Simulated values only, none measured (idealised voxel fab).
This section sets out a process module, namely voxel spacer lines.
FYI the section here is cut, 220 nm wide, cells are 5 nm squares.
Cross-section = grid of square cells, listed top down in bands; band = one or more rows. Heads up on the band format: heights come first, top then bottom, in nm. After that it's the materials left to right, each with its width in nm. A single material flagged "everywhere" fills the whole band edge to edge, and "air" means there's empty space there. Basically, 0 is our baseline, since under it the wafer straight out of the box is all one material. The bottom band has no lower end and keeps on going down, so it looks like "0 and below". The width entry "30 to 40" should be interpreted row by row: the top row of cells in the band takes the first number, the bottom row takes the second number, and the change between adjacent rows is uniform throughout. "no alterations made" after a step means that no cell of the cross-section changed. Closed-off voids of 8+ cells (no open route to the top) go in "Internal closed voids", written width x height at distance from the left edge, in nm. On a step's line, text after the settings is the simulator commenting on that step. overlay nm: how far to the right of its planned place the mask lay on this masked step (negative: to the left).

List of planned process steps
step 1: RECEIVE: material Si
step 2: CONFORMAL_DEP: material Al2O3, thk nm 5
step 3: DIRECTIONAL_DEP: material SiN, thk nm 15
step 4: DIRECTIONAL_DEP: material polySi, thk nm 25
step 5: PATTERN: tone cover, mask id MANDREL, material resist, width nm 20, pitch nm 70, thk nm 35, overlay nm 0
step 6: DIRECTIONAL_ETCH: etch materials polySi, depth nm 25
step 7: STRIP: etch materials resist
step 8: CONFORMAL_DEP: material SiO2, thk nm 15
step 9: DIRECTIONAL_ETCH: etch materials SiO2, depth nm 15
step 10: STRIP: etch materials polySi
step 11: DIRECTIONAL_ETCH: etch materials SiN, depth nm 15
step 12: STRIP: etch materials SiO2
step 13: FILL_DEP: material lowk, thk nm 10
step 14: CMP: height nm 20

Wafer cross-section on receipt, i.e. after step 1
	0 and below = Si everywhere
	Internal closed voids: none

Looking at the first of two wafers in cross-section at end of module - ran to plan
	20 down to 5 = 50 lowk  15 SiN  20 lowk  15 SiN  20 lowk  15 SiN  20 lowk  15 SiN  50 lowk
	5 down to 0 = Al2O3 everywhere
	0 and below = Si everywhere
	Internal closed voids: none

Cross-section, second wafer: same start as the first, same plan as the first, one mistake in running it; taken at the end of the module
	20 down to 15 = lowk everywhere
	15 down to 0 = 50 lowk  15 SiN  20 lowk  15 SiN  20 lowk  15 SiN  20 lowk  15 SiN  50 lowk
	0 and below = Si everywhere
	Internal closed voids: none
Nonconformance to the process plan: step 2 of the plan: omitted, not performed
Wrapping up, a cell-based count of both wafers puts the second over or under the first for these materials: Al2O3 -44, lowk +44
